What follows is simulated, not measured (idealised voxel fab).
The following process module bears the name voxel tone inversion.
This is section cut - it's 190 nm across, gridded in 5 nm square cells.
Just so we're on the same page, the cross-sections are grids of square cells, and they're listed out in bands top to bottom, each band one or more rows deep. The entry gives the band's vertical extent as a top height and a bottom height in nm, then its horizontal make-up as materials from left to right, each with a width in nm. "air" stands for empty space; a single material marked "full width" fills the band edge to edge. Height reference: 0 = level under which incoming wafer is all one material. Lowest band: no bottom, runs on downward, e.g. "0 nm and below". Read "30 to 40" as a graded width: first number on top, second number at the bottom, same change between each pair of neighbouring rows. "nothing got changed" for a step: no cell of the cross-section changed in that step. Enclosed voids (no open way to top), threshold 8 cells or more, entry "Completely enclosed voids", notation width x height at distance, distance from left edge, nm. Anything after a step's settings on that line? It's the simulator's own note about the step. If you see "overlay nm" on a step's line and that step has a mask, it's telling you how far right of where it was planned the mask ended up; a negative number means it went left instead.

-- The planned process steps are enumerated hereunder
1 RECEIVE: material Si
2 CONFORMAL_DEP: material SiN, thk nm 10
3 DIRECTIONAL_DEP: material polySi, thk nm 25
4 PATTERN: tone cover, mask id POSTS, material resist, width nm 15, pitch nm 30, thk nm 30, overlay nm 0
5 DIRECTIONAL_ETCH: etch materials polySi, depth nm 25
6 STRIP: etch materials resist
7 FILL_DEP: material SiO2, thk nm 10
8 CMP: height nm 35
9 STRIP: etch materials polySi
10 CONFORMAL_DEP: material TiN, thk nm 5
11 FILL_DEP: material W, thk nm 5
12 CMP: height nm 35
13 CONFORMAL_DEP: material SiN, thk nm 5

-- As-received wafer cross-section (after step 1)
- 0 nm and below | Si full width
- Completely enclosed voids: none

-- Cross-section taken at module completion on the first of two wafers; processed per the plan
- 40 nm to 35 nm | SiN full width
- 35 nm to 15 nm | SiO2 (55)  TiN (5)  W (5)  TiN (5)  SiO2 (15)  TiN (5)  W (5)  TiN (5)  SiO2 (15)  TiN (5)  W (5)  TiN (5)  SiO2 (60)
- 15 nm to 10 nm | SiO2 (55)  TiN (15)  SiO2 (15)  TiN (15)  SiO2 (15)  TiN (15)  SiO2 (60)
- 10 nm to 0 nm | SiN full width
- 0 nm and below | Si full width
- Completely enclosed voids: none

-- Wafer two cross-section, module end. Start and plan unchanged from wafer one; one mistake made during the run
- 40 nm to 25 nm | SiN full width
- 25 nm to 0 nm | polySi full width
- 0 nm and below | Si full width
- Completely enclosed voids: none
What was the processing mistake? it was found that steps 2 and 3 of the process plan had been performed in exchanged positions
Counted in cells at the end, the second wafer holds more or fewer of these materials than the first: SiO2 -145; TiN -33; W -12; polySi +190
